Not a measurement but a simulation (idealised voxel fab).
process module | voxel self aligned contacts
cross-section cut | 270 nm wide | cells 5 nm
A cross-section is a grid of square cells, given in bands from the top down. A band is one or more rows of cells.
Each band's line starts with the height of the band's top and of its bottom, in nm. Then come its materials from left to right, each with its width in nm. One material with "throughout" fills the band from edge to edge. "air" is empty space.
Height 0 is the level under which the wafer as received is all one material. The lowest band goes on downwards, as in "0 down".
A width such as "30 to 40" changes by the same amount from each row of cells to the next, from the band's top row to its bottom row.
"no change" after a step means that no cell of the cross-section changed.
closed voids: empty space of 8 cells or more with no open way to the top, each as width x height at its distance from the left edge, in nm
after a step's settings: what the simulator itself notes on the step
overlay nm, on a step with a mask: how far to the right of its planned place the mask lay; to the left if negative
plan
1 op RECEIVE | material Si
2 op CONFORMAL_DEP | material SiO2 | thk nm 5
3 op DIRECTIONAL_DEP | material polySi | thk nm 30
4 op DIRECTIONAL_DEP | material SiN | thk nm 15
5 op MASKED_ETCH | tone cover | mask id GATE | width nm 25 | pitch nm 55 | etch materials SiN | depth nm 15 | overlay nm 0
6 op MASKED_ETCH | tone cover | mask id GATE | width nm 25 | pitch nm 55 | etch materials polySi | depth nm 30 | overlay nm 0
7 op CONFORMAL_DEP | material SiN | thk nm 5
8 op DIRECTIONAL_ETCH | etch materials SiN | depth nm 5
9 op FILL_DEP | material SiO2 | thk nm 10
10 op CMP | height nm 55
11 op DIRECTIONAL_DEP | material aC | thk nm 15
12 op PATTERN | tone open | mask id CONTACT | material resist | width nm 40 | thk nm 30 | overlay nm 0
13 op DIRECTIONAL_ETCH | etch materials aC | depth nm 15
14 op STRIP | etch materials resist
15 op DIRECTIONAL_ETCH | etch materials SiO2 | depth nm 55
16 op STRIP | etch materials aC
17 op CONFORMAL_DEP | material TiN | thk nm 5
18 op FILL_DEP | material W | thk nm 10
19 op CMP | height nm 55
20 op CONFORMAL_DEP | material SiN | thk nm 5
as received, after step 1
  0 down: Si throughout
  closed voids: none
a wafer at the end: this start, this plan, one mistake
  60 to 55: SiN throughout
  55 to 50: SiO2 90 | SiN 35 | TiN 20 | SiN 35 | SiO2 90
  50 to 35: SiN throughout
  35 to 5: polySi throughout
  5 to 0: SiO2 throughout
  0 down: Si throughout
  closed voids: none
what went wrong: step 4 was run twice
